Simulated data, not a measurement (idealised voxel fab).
The process module presented herein is designated voxel wiring stack.
Each square cell in cross-section cut measures 5 nm, and the section as a whole is 210 nm wide.
Notation: cross-section as square-cell grid; stated in bands, top first, going down; one or more cell rows per band.
Top height, bottom height, nm. Materials left to right, width each, nm. Single material + "full width" = fills band edge to edge. "blank" = empty.
Heights are measured from 0, the level below which the as-received wafer is all one material; the lowest band has no bottom and continues downward, written as in "z 0 and below".
Note: "30 to 40" means the width goes from the first number (top row of the band) to the second number (bottom row) in equal steps per row of cells.
The designation "all unchanged", where it is given for a processing step, indicates that no cell of the cross-section was altered in the course of that step.
Look at "Fully enclosed voids" for the closed voids: empty spaces with no open path to the top, sized 8 cells or up. Each is width x height at distance, distance from the left edge, all nm.
Note: text after step settings on the step line = simulator remark on that step.
When a step includes a mask, the "overlay nm" setting on its line states how far to the right of its planned place that mask lay, and negative values state how far to the left.
### Process steps foreseen in the plan
1: RECEIVE | material Si
2: CONFORMAL_DEP | material SiO2 | thk nm 15
3: DIRECTIONAL_DEP | material TiN | thk nm 5
4: DIRECTIONAL_DEP | material W | thk nm 25
5: DIRECTIONAL_DEP | material aC | thk nm 10
6: PATTERN | tone cover | mask id METAL_1 | material resist | width nm 30 | pitch nm 50 | thk nm 30 | overlay nm 0
7: DIRECTIONAL_ETCH | etch materials aC | depth nm 10
8: STRIP | etch materials resist
9: DIRECTIONAL_ETCH | etch materials W | depth nm 25
10: DIRECTIONAL_ETCH | etch materials TiN | depth nm 5
11: STRIP | etch materials aC
12: CONFORMAL_DEP | material SiCN | thk nm 5
13: FILL_DEP | material lowk | thk nm 10
14: CMP | height nm 45
15: CONFORMAL_DEP | material SiCN | thk nm 5
16: DIRECTIONAL_DEP | material lowk | thk nm 20
17: DIRECTIONAL_DEP | material aC | thk nm 10
18: PATTERN | tone open | mask id PLUG_1 | material resist | width nm 15 | pitch nm 100 | thk nm 25 | overlay nm 0
19: DIRECTIONAL_ETCH | etch materials aC | depth nm 10
20: STRIP | etch materials resist
21: DIRECTIONAL_ETCH | etch materials lowk | depth nm 20
22: DIRECTIONAL_ETCH | etch materials SiCN | depth nm 5
23: STRIP | etch materials aC
24: EPI | material Ru | thk nm 10
25: EPI | material Ru | thk nm 10
26: EPI | material Ru | thk nm 5
27: CONFORMAL_DEP | material SiCN | thk nm 5
28: DIRECTIONAL_DEP | material SiO2 | thk nm 25
29: PATTERN | tone open | mask id METAL_2 | material resist | width nm 30 | pitch nm 50 | thk nm 20 | overlay nm 0
30: DIRECTIONAL_ETCH | etch materials SiO2 | depth nm 25
31: DIRECTIONAL_ETCH | etch materials SiCN | depth nm 5
32: STRIP | etch materials resist
33: CONFORMAL_DEP | material TiN | thk nm 5
34: FILL_DEP | material Ru | thk nm 10
35: CMP | height nm 100
36: CONFORMAL_DEP | material SiCN | thk nm 5
37: DIRECTIONAL_DEP | material SiO2 | thk nm 30
38: PATTERN | tone open | mask id METAL_3 | material resist | width nm 30 | pitch nm 50 | thk nm 20 | overlay nm 0
39: DIRECTIONAL_ETCH | etch materials SiO2 | depth nm 20
40: STRIP | etch materials resist
41: MASKED_ETCH | tone open | mask id METAL_3_HOLES | width nm 15 | pitch nm 50 | etch materials SiO2 | depth nm 10 | overlay nm 0
42: MASKED_ETCH | tone open | mask id METAL_3_HOLES | width nm 15 | pitch nm 50 | etch materials SiCN | depth nm 5 | overlay nm 0
43: CONFORMAL_DEP | material TiN | thk nm 5
44: FILL_DEP | material Cu | thk nm 5
45: CMP | height nm 135
46: CONFORMAL_DEP | material SiCN | thk nm 5
### The first of two wafers, run as planned
### Incoming wafer in cross-section (state: after step 1)
> z 0 and below | Si full width
> Fully enclosed voids: none
### Wafer xsec, post step 2
> z 15 to 0 | SiO2 full width
> Nothing below the height 0 has changed.
### Wafer xsec, post step 3
> z 20 to 15 | TiN full width
> Nothing below the height 15 has changed.
### Wafer xsec, post step 4
> z 45 to 20 | W full width
> Nothing below the height 20 has changed.
### Wafer xsec, post step 5
> z 55 to 45 | aC full width
> Nothing below the height 45 has changed.
### Wafer xsec, post step 6
> z 85 to 55 | blank=40, resist=30, blank=20, resist=30, blank=20, resist=30, blank=40
> Nothing below the height 55 has changed.
### Wafer xsec, post step 7
> z 75 to 55 | blank=40, resist=30, blank=20, resist=30, blank=20, resist=30, blank=40
> z 55 to 45 | blank=40, aC=30, blank=20, aC=30, blank=20, aC=30, blank=40
> Nothing below the height 45 has changed.
### Wafer xsec, post step 8
> z 55 to 45 | blank=40, aC=30, blank=20, aC=30, blank=20, aC=30, blank=40
> Nothing below the height 45 has changed.
### Wafer xsec, post step 9
> z 55 to 45 | blank=40, aC=30, blank=20, aC=30, blank=20, aC=30, blank=40
> z 45 to 20 | blank=40, W=30, blank=20, W=30, blank=20, W=30, blank=40
> Nothing below the height 20 has changed.
### Wafer xsec, post step 10
> z 55 to 45 | blank=40, aC=30, blank=20, aC=30, blank=20, aC=30, blank=40
> z 45 to 20 | blank=40, W=30, blank=20, W=30, blank=20, W=30, blank=40
> z 20 to 15 | blank=40, TiN=30, blank=20, TiN=30, blank=20, TiN=30, blank=40
> Nothing below the height 15 has changed.
### Wafer xsec, post step 11
> z 45 to 20 | blank=40, W=30, blank=20, W=30, blank=20, W=30, blank=40
> Nothing below the height 20 has changed.
### Wafer xsec, post step 12
> z 50 to 45 | blank=35, SiCN=40, blank=10, SiCN=40, blank=10, SiCN=40, blank=35
> z 45 to 20 | blank=35, SiCN=5, W=30, SiCN=5, blank=10, SiCN=5, W=30, SiCN=5, blank=10, SiCN=5, W=30, SiCN=5, blank=35
> z 20 to 15 | SiCN=40, TiN=30, SiCN=20, TiN=30, SiCN=20, TiN=30, SiCN=40
> Nothing below the height 15 has changed.
### Wafer xsec, post step 13
> z 60 to 50 | lowk full width
> z 50 to 45 | lowk=35, SiCN=40, lowk=10, SiCN=40, lowk=10, SiCN=40, lowk=35
> z 45 to 20 | lowk=35, SiCN=5, W=30, SiCN=5, lowk=10, SiCN=5, W=30, SiCN=5, lowk=10, SiCN=5, W=30, SiCN=5, lowk=35
> Nothing below the height 20 has changed.
### Wafer xsec, post step 14
> z 45 to 20 | lowk=35, SiCN=5, W=30, SiCN=5, lowk=10, SiCN=5, W=30, SiCN=5, lowk=10, SiCN=5, W=30, SiCN=5, lowk=35
> Nothing below the height 20 has changed.
### Wafer xsec, post step 15
> z 50 to 45 | SiCN full width
> Nothing below the height 45 has changed.
### Wafer xsec, post step 16
> z 70 to 50 | lowk full width
> Nothing below the height 50 has changed.
### Wafer xsec, post step 17
> z 80 to 70 | aC full width
> Nothing below the height 70 has changed.
### Wafer xsec, post step 18
> z 105 to 80 | resist=40, blank=15, resist=85, blank=15, resist=55
> Nothing below the height 80 has changed.
### Wafer xsec, post step 19
> z 95 to 80 | resist=40, blank=15, resist=85, blank=15, resist=55
> z 80 to 70 | aC=40, blank=15, aC=85, blank=15, aC=55
> Nothing below the height 70 has changed.
### Wafer xsec, post step 20
> z 80 to 70 | aC=40, blank=15, aC=85, blank=15, aC=55
> Nothing below the height 70 has changed.
### Wafer xsec, post step 21
> z 80 to 70 | aC=40, blank=15, aC=85, blank=15, aC=55
> z 70 to 50 | lowk=40, blank=15, lowk=85, blank=15, lowk=55
> Nothing below the height 50 has changed.
### Wafer xsec, post step 22
> z 80 to 70 | aC=40, blank=15, aC=85, blank=15, aC=55
> z 70 to 50 | lowk=40, blank=15, lowk=85, blank=15, lowk=55
> z 50 to 45 | SiCN=40, blank=15, SiCN=85, blank=15, SiCN=55
> Nothing below the height 45 has changed.
### Wafer xsec, post step 23
> z 70 to 50 | lowk=40, blank=15, lowk=85, blank=15, lowk=55
> Nothing below the height 50 has changed.
### Wafer xsec, post step 24
> z 70 to 55 | lowk=40, blank=15, lowk=85, blank=15, lowk=55
> z 55 to 50 | lowk=40, Ru=15, lowk=85, Ru=15, lowk=55
> z 50 to 45 | SiCN=40, Ru=15, SiCN=85, Ru=15, SiCN=55
> Nothing below the height 45 has changed.
### Wafer xsec, post step 25
> z 70 to 65 | lowk=40, blank=15, lowk=85, blank=15, lowk=55
> z 65 to 50 | lowk=40, Ru=15, lowk=85, Ru=15, lowk=55
> Nothing below the height 50 has changed.
### Wafer xsec, post step 26
> z 70 to 50 | lowk=40, Ru=15, lowk=85, Ru=15, lowk=55
> Nothing below the height 50 has changed.
### Wafer xsec, post step 27
> z 75 to 70 | SiCN full width
> Nothing below the height 70 has changed.
### Wafer xsec, post step 28
> z 100 to 75 | SiO2 full width
> Nothing below the height 75 has changed.
### Wafer xsec, post step 29
> z 120 to 100 | resist=40, blank=30, resist=20, blank=30, resist=20, blank=30, resist=40
> Nothing below the height 100 has changed.
### Wafer xsec, post step 30
> z 120 to 100 | resist=40, blank=30, resist=20, blank=30, resist=20, blank=30, resist=40
> z 100 to 75 | SiO2=40, blank=30, SiO2=20, blank=30, SiO2=20, blank=30, SiO2=40
> Nothing below the height 75 has changed.
### Wafer xsec, post step 31
> z 120 to 100 | resist=40, blank=30, resist=20, blank=30, resist=20, blank=30, resist=40
> z 100 to 75 | SiO2=40, blank=30, SiO2=20, blank=30, SiO2=20, blank=30, SiO2=40
> z 75 to 70 | SiCN=40, blank=30, SiCN=20, blank=30, SiCN=20, blank=30, SiCN=40
> Nothing below the height 70 has changed.
### Wafer xsec, post step 32
> z 100 to 75 | SiO2=40, blank=30, SiO2=20, blank=30, SiO2=20, blank=30, SiO2=40
> Nothing below the height 75 has changed.
### Wafer xsec, post step 33
> z 105 to 100 | TiN=45, blank=20, TiN=30, blank=20, TiN=30, blank=20, TiN=45
> z 100 to 75 | SiO2=40, TiN=5, blank=20, TiN=5, SiO2=20, TiN=5, blank=20, TiN=5, SiO2=20, TiN=5, blank=20, TiN=5, SiO2=40
> z 75 to 70 | SiCN=40, TiN=30, SiCN=20, TiN=30, SiCN=20, TiN=30, SiCN=40
> Nothing below the height 70 has changed.
### Wafer xsec, post step 34
> z 115 to 105 | Ru full width
> z 105 to 100 | TiN=45, Ru=20, TiN=30, Ru=20, TiN=30, Ru=20, TiN=45
> z 100 to 75 | SiO2=40, TiN=5, Ru=20, TiN=5, SiO2=20, TiN=5, Ru=20, TiN=5, SiO2=20, TiN=5, Ru=20, TiN=5, SiO2=40
> Nothing below the height 75 has changed.
### Wafer xsec, post step 35
> z 100 to 75 | SiO2=40, TiN=5, Ru=20, TiN=5, SiO2=20, TiN=5, Ru=20, TiN=5, SiO2=20, TiN=5, Ru=20, TiN=5, SiO2=40
> Nothing below the height 75 has changed.
### Wafer xsec, post step 36
> z 105 to 100 | SiCN full width
> Nothing below the height 100 has changed.
### Wafer xsec, post step 37
> z 135 to 105 | SiO2 full width
> Nothing below the height 105 has changed.
### Wafer xsec, post step 38
> z 155 to 135 | resist=40, blank=30, resist=20, blank=30, resist=20, blank=30, resist=40
> Nothing below the height 135 has changed.
### Wafer xsec, post step 39
> z 155 to 135 | resist=40, blank=30, resist=20, blank=30, resist=20, blank=30, resist=40
> z 135 to 115 | SiO2=40, blank=30, SiO2=20, blank=30, SiO2=20, blank=30, SiO2=40
> Nothing below the height 115 has changed.
### Wafer xsec, post step 40
> z 135 to 115 | SiO2=40, blank=30, SiO2=20, blank=30, SiO2=20, blank=30, SiO2=40
> Nothing below the height 115 has changed.
### Wafer xsec, post step 41
> z 135 to 115 | SiO2=40, blank=30, SiO2=20, blank=30, SiO2=20, blank=30, SiO2=40
> z 115 to 105 | SiO2=40, blank=15, SiO2=35, blank=15, SiO2=35, blank=15, SiO2=55
> Nothing below the height 105 has changed.
### Wafer xsec, post step 42
> z 135 to 115 | SiO2=40, blank=30, SiO2=20, blank=30, SiO2=20, blank=30, SiO2=40
> z 115 to 105 | SiO2=40, blank=15, SiO2=35, blank=15, SiO2=35, blank=15, SiO2=55
> z 105 to 100 | SiCN=40, blank=15, SiCN=35, blank=15, SiCN=35, blank=15, SiCN=55
> Nothing below the height 100 has changed.
### Wafer xsec, post step 43
> z 140 to 135 | TiN=45, blank=20, TiN=30, blank=20, TiN=30, blank=20, TiN=45
> z 135 to 120 | SiO2=40, TiN=5, blank=20, TiN=5, SiO2=20, TiN=5, blank=20, TiN=5, SiO2=20, TiN=5, blank=20, TiN=5, SiO2=40
> z 120 to 115 | SiO2=40, TiN=5, blank=5, TiN=20, SiO2=20, TiN=5, blank=5, TiN=20, SiO2=20, TiN=5, blank=5, TiN=20, SiO2=40
> z 115 to 105 | SiO2=40, TiN=5, blank=5, TiN=5, SiO2=35, TiN=5, blank=5, TiN=5, SiO2=35, TiN=5, blank=5, TiN=5, SiO2=55
> z 105 to 100 | SiCN=40, TiN=15, SiCN=35, TiN=15, SiCN=35, TiN=15, SiCN=55
> Nothing below the height 100 has changed.
### Wafer xsec, post step 44
> z 145 to 140 | Cu full width
> z 140 to 135 | TiN=45, Cu=20, TiN=30, Cu=20, TiN=30, Cu=20, TiN=45
> z 135 to 120 | SiO2=40, TiN=5, Cu=20, TiN=5, SiO2=20, TiN=5, Cu=20, TiN=5, SiO2=20, TiN=5, Cu=20, TiN=5, SiO2=40
> z 120 to 115 | SiO2=40, TiN=5, Cu=5, TiN=20, SiO2=20, TiN=5, Cu=5, TiN=20, SiO2=20, TiN=5, Cu=5, TiN=20, SiO2=40
> z 115 to 105 | SiO2=40, TiN=5, Cu=5, TiN=5, SiO2=35, TiN=5, Cu=5, TiN=5, SiO2=35, TiN=5, Cu=5, TiN=5, SiO2=55
> Nothing below the height 105 has changed.
### Wafer xsec, post step 45
> z 135 to 120 | SiO2=40, TiN=5, Cu=20, TiN=5, SiO2=20, TiN=5, Cu=20, TiN=5, SiO2=20, TiN=5, Cu=20, TiN=5, SiO2=40
> Nothing below the height 120 has changed.
### Wafer xsec, post step 46
> z 140 to 135 | SiCN full width
> Nothing below the height 135 has changed.
### Wafer two: like wafer one in start and plan, but with one mistake in execution; identical up to and including step 23
### Cross-sectional representation of the second wafer at the time designated in the plan for the completion of step 25
> z 75 to 70 | blank=35, Ru=25, blank=75, Ru=25, blank=50
> z 70 to 50 | lowk=40, Ru=15, lowk=85, Ru=15, lowk=55
> z 50 to 45 | SiCN=40, Ru=15, SiCN=85, Ru=15, SiCN=55
> Nothing below the height 45 has changed.
### Cross-sectional representation of the second wafer at the time designated in the plan for the completion of step 26
> z 80 to 70 | blank=30, Ru=35, blank=65, Ru=35, blank=45
> Nothing below the height 70 has changed.
### Cross-sectional representation of the second wafer at the time designated in the plan for the completion of step 27
> z 85 to 80 | blank=25, SiCN=45, blank=55, SiCN=45, blank=40
> z 80 to 75 | blank=25, SiCN=5, Ru=35, SiCN=5, blank=55, SiCN=5, Ru=35, SiCN=5, blank=40
> z 75 to 70 | SiCN=30, Ru=35, SiCN=65, Ru=35, SiCN=45
> Nothing below the height 70 has changed.
### Cross-sectional representation of the second wafer at the time designated in the plan for the completion of step 28
> z 110 to 100 | blank=25, SiO2=45, blank=55, SiO2=45, blank=40
> z 100 to 85 | SiO2 full width
> z 85 to 80 | SiO2=25, SiCN=45, SiO2=55, SiCN=45, SiO2=40
> z 80 to 75 | SiO2=25, SiCN=5, Ru=35, SiCN=5, SiO2=55, SiCN=5, Ru=35, SiCN=5, SiO2=40
> Nothing below the height 75 has changed.
### Cross-sectional representation of the second wafer at the time designated in the plan for the completion of step 29
> z 130 to 110 | resist=40, blank=30, resist=20, blank=30, resist=20, blank=30, resist=40
> z 110 to 100 | resist=25, SiO2=45, resist=20, blank=30, resist=5, SiO2=45, resist=40
> Nothing below the height 100 has changed.
### Cross-sectional representation of the second wafer at the time designated in the plan for the completion of step 30
> z 130 to 110 | resist=40, blank=30, resist=20, blank=30, resist=20, blank=30, resist=40
> z 110 to 100 | resist=25, SiO2=15, blank=30, resist=20, blank=30, resist=5, SiO2=15, blank=30, resist=40
> z 100 to 85 | SiO2=40, blank=30, SiO2=20, blank=30, SiO2=20, blank=30, SiO2=40
> z 85 to 80 | SiO2=25, SiCN=45, SiO2=20, blank=30, SiO2=5, SiCN=45, SiO2=40
> z 80 to 75 | SiO2=25, SiCN=5, Ru=35, SiCN=5, SiO2=20, blank=30, SiO2=5, SiCN=5, Ru=35, SiCN=5, SiO2=40
> Nothing below the height 75 has changed.
### Cross-sectional representation of the second wafer at the time designated in the plan for the completion of step 31
> z 130 to 110 | resist=40, blank=30, resist=20, blank=30, resist=20, blank=30, resist=40
> z 110 to 100 | resist=25, SiO2=15, blank=30, resist=20, blank=30, resist=5, SiO2=15, blank=30, resist=40
> z 100 to 85 | SiO2=40, blank=30, SiO2=20, blank=30, SiO2=20, blank=30, SiO2=40
> z 85 to 80 | SiO2=25, SiCN=15, blank=30, SiO2=20, blank=30, SiO2=5, SiCN=15, blank=30, SiO2=40
> z 80 to 75 | SiO2=25, SiCN=5, Ru=35, SiCN=5, SiO2=20, blank=30, SiO2=5, SiCN=5, Ru=35, SiCN=5, SiO2=40
> z 75 to 70 | SiCN=30, Ru=35, SiCN=25, blank=30, SiCN=10, Ru=35, SiCN=45
> Nothing below the height 70 has changed.
### Cross-sectional representation of the second wafer at the time designated in the plan for the completion of step 32
> z 110 to 100 | blank=25, SiO2=15, blank=85, SiO2=15, blank=70
> Nothing below the height 100 has changed.
### Cross-sectional representation of the second wafer at the time designated in the plan for the completion of step 33
> z 115 to 110 | blank=20, TiN=25, blank=75, TiN=25, blank=65
> z 110 to 105 | blank=20, TiN=5, SiO2=15, TiN=5, blank=75, TiN=5, SiO2=15, TiN=5, blank=65
> z 105 to 100 | TiN=25, SiO2=15, TiN=5, blank=20, TiN=30, blank=20, TiN=10, SiO2=15, TiN=5, blank=20, TiN=45
> z 100 to 85 | SiO2=40, TiN=5, blank=20, TiN=5, SiO2=20, TiN=5, blank=20, TiN=5, SiO2=20, TiN=5, blank=20, TiN=5, SiO2=40
> z 85 to 80 | SiO2=25, SiCN=15, TiN=30, SiO2=20, TiN=5, blank=20, TiN=5, SiO2=5, SiCN=15, TiN=30, SiO2=40
> z 80 to 75 | SiO2=25, SiCN=5, Ru=35, SiCN=5, SiO2=20, TiN=5, blank=20, TiN=5, SiO2=5, SiCN=5, Ru=35, SiCN=5, SiO2=40
> z 75 to 70 | SiCN=30, Ru=35, SiCN=25, TiN=30, SiCN=10, Ru=35, SiCN=45
> Nothing below the height 70 has changed.
### Cross-sectional representation of the second wafer at the time designated in the plan for the completion of step 34
> z 125 to 115 | Ru full width
> z 115 to 110 | Ru=20, TiN=25, Ru=75, TiN=25, Ru=65
> z 110 to 105 | Ru=20, TiN=5, SiO2=15, TiN=5, Ru=75, TiN=5, SiO2=15, TiN=5, Ru=65
> z 105 to 100 | TiN=25, SiO2=15, TiN=5, Ru=20, TiN=30, Ru=20, TiN=10, SiO2=15, TiN=5, Ru=20, TiN=45
> z 100 to 85 | SiO2=40, TiN=5, Ru=20, TiN=5, SiO2=20, TiN=5, Ru=20, TiN=5, SiO2=20, TiN=5, Ru=20, TiN=5, SiO2=40
> z 85 to 80 | SiO2=25, SiCN=15, TiN=30, SiO2=20, TiN=5, Ru=20, TiN=5, SiO2=5, SiCN=15, TiN=30, SiO2=40
> z 80 to 75 | SiO2=25, SiCN=5, Ru=35, SiCN=5, SiO2=20, TiN=5, Ru=20, TiN=5, SiO2=5, SiCN=5, Ru=35, SiCN=5, SiO2=40
> Nothing below the height 75 has changed.
### Cross-sectional representation of the second wafer at the time designated in the plan for the completion of step 35
> z 100 to 85 | SiO2=40, TiN=5, Ru=20, TiN=5, SiO2=20, TiN=5, Ru=20, TiN=5, SiO2=20, TiN=5, Ru=20, TiN=5, SiO2=40
> Nothing below the height 85 has changed.
### Cross-sectional representation of the second wafer at the time designated in the plan for the completion of step 36
> z 105 to 100 | SiCN full width
> Nothing below the height 100 has changed.
### Cross-sectional representation of the second wafer at the time designated in the plan for the completion of step 37
> z 135 to 105 | SiO2 full width
> Nothing below the height 105 has changed.
### Cross-sectional representation of the second wafer at the time designated in the plan for the completion of step 38
> z 155 to 135 | resist=40, blank=30, resist=20, blank=30, resist=20, blank=30, resist=40
> Nothing below the height 135 has changed.
### Cross-sectional representation of the second wafer at the time designated in the plan for the completion of step 39
> z 155 to 135 | resist=40, blank=30, resist=20, blank=30, resist=20, blank=30, resist=40
> z 135 to 115 | SiO2=40, blank=30, SiO2=20, blank=30, SiO2=20, blank=30, SiO2=40
> Nothing below the height 115 has changed.
### Cross-sectional representation of the second wafer at the time designated in the plan for the completion of step 40
> z 135 to 115 | SiO2=40, blank=30, SiO2=20, blank=30, SiO2=20, blank=30, SiO2=40
> Nothing below the height 115 has changed.
### Cross-sectional representation of the second wafer at the time designated in the plan for the completion of step 41
> z 135 to 115 | SiO2=40, blank=30, SiO2=20, blank=30, SiO2=20, blank=30, SiO2=40
> z 115 to 105 | SiO2=40, blank=15, SiO2=35, blank=15, SiO2=35, blank=15, SiO2=55
> Nothing below the height 105 has changed.
### Cross-sectional representation of the second wafer at the time designated in the plan for the completion of step 42
> z 135 to 115 | SiO2=40, blank=30, SiO2=20, blank=30, SiO2=20, blank=30, SiO2=40
> z 115 to 105 | SiO2=40, blank=15, SiO2=35, blank=15, SiO2=35, blank=15, SiO2=55
> z 105 to 100 | SiCN=40, blank=15, SiCN=35, blank=15, SiCN=35, blank=15, SiCN=55
> Nothing below the height 100 has changed.
### Cross-sectional representation of the second wafer at the time designated in the plan for the completion of step 43
> z 140 to 135 | TiN=45, blank=20, TiN=30, blank=20, TiN=30, blank=20, TiN=45
> z 135 to 120 | SiO2=40, TiN=5, blank=20, TiN=5, SiO2=20, TiN=5, blank=20, TiN=5, SiO2=20, TiN=5, blank=20, TiN=5, SiO2=40
> z 120 to 115 | SiO2=40, TiN=5, blank=5, TiN=20, SiO2=20, TiN=5, blank=5, TiN=20, SiO2=20, TiN=5, blank=5, TiN=20, SiO2=40
> z 115 to 105 | SiO2=40, TiN=5, blank=5, TiN=5, SiO2=35, TiN=5, blank=5, TiN=5, SiO2=35, TiN=5, blank=5, TiN=5, SiO2=55
> z 105 to 100 | SiCN=40, TiN=15, SiCN=35, TiN=15, SiCN=35, TiN=15, SiCN=55
> Nothing below the height 100 has changed.
### Cross-sectional representation of the second wafer at the time designated in the plan for the completion of step 44
> z 145 to 140 | Cu full width
> z 140 to 135 | TiN=45, Cu=20, TiN=30, Cu=20, TiN=30, Cu=20, TiN=45
> z 135 to 120 | SiO2=40, TiN=5, Cu=20, TiN=5, SiO2=20, TiN=5, Cu=20, TiN=5, SiO2=20, TiN=5, Cu=20, TiN=5, SiO2=40
> z 120 to 115 | SiO2=40, TiN=5, Cu=5, TiN=20, SiO2=20, TiN=5, Cu=5, TiN=20, SiO2=20, TiN=5, Cu=5, TiN=20, SiO2=40
> z 115 to 105 | SiO2=40, TiN=5, Cu=5, TiN=5, SiO2=35, TiN=5, Cu=5, TiN=5, SiO2=35, TiN=5, Cu=5, TiN=5, SiO2=55
> Nothing below the height 105 has changed.
### Cross-sectional representation of the second wafer at the time designated in the plan for the completion of step 45
> z 135 to 120 | SiO2=40, TiN=5, Cu=20, TiN=5, SiO2=20, TiN=5, Cu=20, TiN=5, SiO2=20, TiN=5, Cu=20, TiN=5, SiO2=40
> Nothing below the height 120 has changed.
### Cross-sectional representation of the second wafer at the time designated in the plan for the completion of step 46
> z 140 to 135 | SiCN full width
> Nothing below the height 135 has changed.
what went wrong: one of 24 and 25 got run twice; they're all identical, so no saying which
Wrapping up, a cell-based count of both wafers puts the second over or under the first for these materials: +12 Ru | +8 SiCN | -12 SiO2 | -8 TiN
